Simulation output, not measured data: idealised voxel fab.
Process module in this document: voxel capacitor over wiring
Pictured: cross-section cut, 160 nm wide, on a grid of 5 nm square cells.
Think of the cross-section as a grid of square cells. We describe it in bands, top to bottom, and each band covers one or more rows of those cells. Read a band's entry like this: the first values are the height of its top and the height of its bottom in nm, and what follows is the sequence of materials from left to right, each with its width in nm. Note that "blank" is empty space, and that a single material marked "all across" reaches across the band from edge to edge. It should be noted that heights are counted from 0, beneath which the wafer as supplied is of one material throughout, and that the lowest band possesses no lower boundary but continues downward, as written in "from 0 down". Width: "30..40" (first number = top row, second number = bottom row, same change from row to row of cells). Basically "no alterations made" means that step didn't change any cell in the cross-section. Under "Trapped cavities" you'll find the enclosed gaps, the ones with no way out to the top, that are 8 cells or bigger; each reads width x height at distance, with distance counted from the left edge, everything in nm. Post-settings text on a step line: simulator's own remark regarding the step. overlay nm: for a step with a mask, the amount by which the mask lay right of where it was planned; a negative amount means left of it.
THE STEPS PLANNED FOR THE PROCESS ARE AS FOLLOWS
| 1 | RECEIVE (material Si) |
| 2 | CONFORMAL_DEP (material SiO2; thk nm 10) |
| 3 | DIRECTIONAL_DEP (material TiN; thk nm 5) |
| 4 | DIRECTIONAL_DEP (material Ru; thk nm 20) |
| 5 | DIRECTIONAL_DEP (material aC; thk nm 15) |
| 6 | PATTERN (tone cover; mask id METAL_1; material resist; width nm 25; pitch nm 75; thk nm 35; overlay nm 0) |
| 7 | DIRECTIONAL_ETCH (etch materials aC; depth nm 15) |
| 8 | STRIP (etch materials resist) |
| 9 | DIRECTIONAL_ETCH (etch materials Ru; depth nm 20) |
| 10 | DIRECTIONAL_ETCH (etch materials TiN; depth nm 5) |
| 11 | STRIP (etch materials aC) |
| 12 | FILL_DEP (material lowk; thk nm 5) |
| 13 | CMP (height nm 35) |
| 14 | CONFORMAL_DEP (material SiCN; thk nm 5) |
| 15 | DIRECTIONAL_DEP (material SiO2; thk nm 5) |
| 16 | DIRECTIONAL_DEP (material aC; thk nm 10) |
| 17 | PATTERN (tone open; mask id PLUG_1; material resist; width nm 15; thk nm 30; overlay nm 0) |
| 18 | DIRECTIONAL_ETCH (etch materials aC; depth nm 10) |
| 19 | STRIP (etch materials resist) |
| 20 | DIRECTIONAL_ETCH (etch materials SiO2; depth nm 10) |
| 21 | DIRECTIONAL_ETCH (etch materials SiCN; depth nm 5) |
| 22 | STRIP (etch materials aC) |
| 23 | CONFORMAL_DEP (material TiN; thk nm 5) |
| 24 | FILL_DEP (material Ru; thk nm 5) |
| 25 | CMP (height nm 50) |
| 26 | DIRECTIONAL_DEP (material TiN; thk nm 10) |
| 27 | DIRECTIONAL_DEP (material HfO2; thk nm 5) |
| 28 | DIRECTIONAL_DEP (material TiN; thk nm 10) |
| 29 | MASKED_ETCH (tone cover; mask id UPPER_PLATE; width nm 55; etch materials TiN; depth nm 10; overlay nm 0) |
| 30 | MASKED_ETCH (tone cover; mask id UPPER_PLATE; width nm 55; etch materials HfO2; depth nm 5; overlay nm 0) |
| 31 | PATTERN (tone cover; mask id LOWER_PLATE; material resist; width nm 65; thk nm 20; overlay nm 0) |
| 32 | DIRECTIONAL_ETCH (etch materials TiN; depth nm 10) |
| 33 | STRIP (etch materials resist) |
| 34 | FILL_DEP (material SiO2; thk nm 20) |
| 35 | CMP (height nm 90) |
| 36 | PATTERN (tone open; mask id PLUG_2; material resist; width nm 15; thk nm 20; overlay nm 0) |
| 37 | DIRECTIONAL_ETCH (etch materials SiO2; depth nm 15) |
| 38 | STRIP (etch materials resist) |
| 39 | CONFORMAL_DEP (material TiN; thk nm 5) |
| 40 | FILL_DEP (material W; thk nm 5) |
| 41 | CMP (height nm 90) |
| 42 | CONFORMAL_DEP (material SiN; thk nm 5) |
Heads up: all these wafers start the same, and what changes between them is the thk nm in step 15. The value you see in the plan is just what the first wafer got.
CROSS-SECTIONAL VIEW OF THE FIRST OF SEVERAL WAFERS IN THE AS-RECEIVED CONDITION, CORRESPONDING TO THE STATE FOLLOWING STEP 1
	from 0 down  Si all across
	Trapped cavities: none
BELOW: A ROW PER WAFER. CONTENTS AT END OF MODULE: FOR EVERY MATERIAL, CELLS GAINED SINCE RECEIPT (+) OR LOST SINCE RECEIPT (-); THEN CLOSED VOIDS
thk nm 5; +11 HfO2; +42 Ru; +29 SiCN; +32 SiN; +281 SiO2; +101 TiN; +2 W; +110 lowk; Trapped cavities: none
thk nm 10; +11 HfO2; +42 Ru; +29 SiCN; +32 SiN; +310 SiO2; +72 TiN; +2 W; +110 lowk; Trapped cavities: none
thk nm 15; +11 HfO2; +40 Ru; +32 SiCN; +32 SiN; +313 SiO2; +68 TiN; +2 W; +110 lowk; Trapped cavities: none
thk nm 20; +11 HfO2; +40 Ru; +32 SiCN; +32 SiN; +316 SiO2; +65 TiN; +2 W; +110 lowk; Trapped cavities: none
thk nm 25; +11 HfO2; +40 Ru; +32 SiCN; +32 SiN; +316 SiO2; +65 TiN; +2 W; +110 lowk; Trapped cavities: none
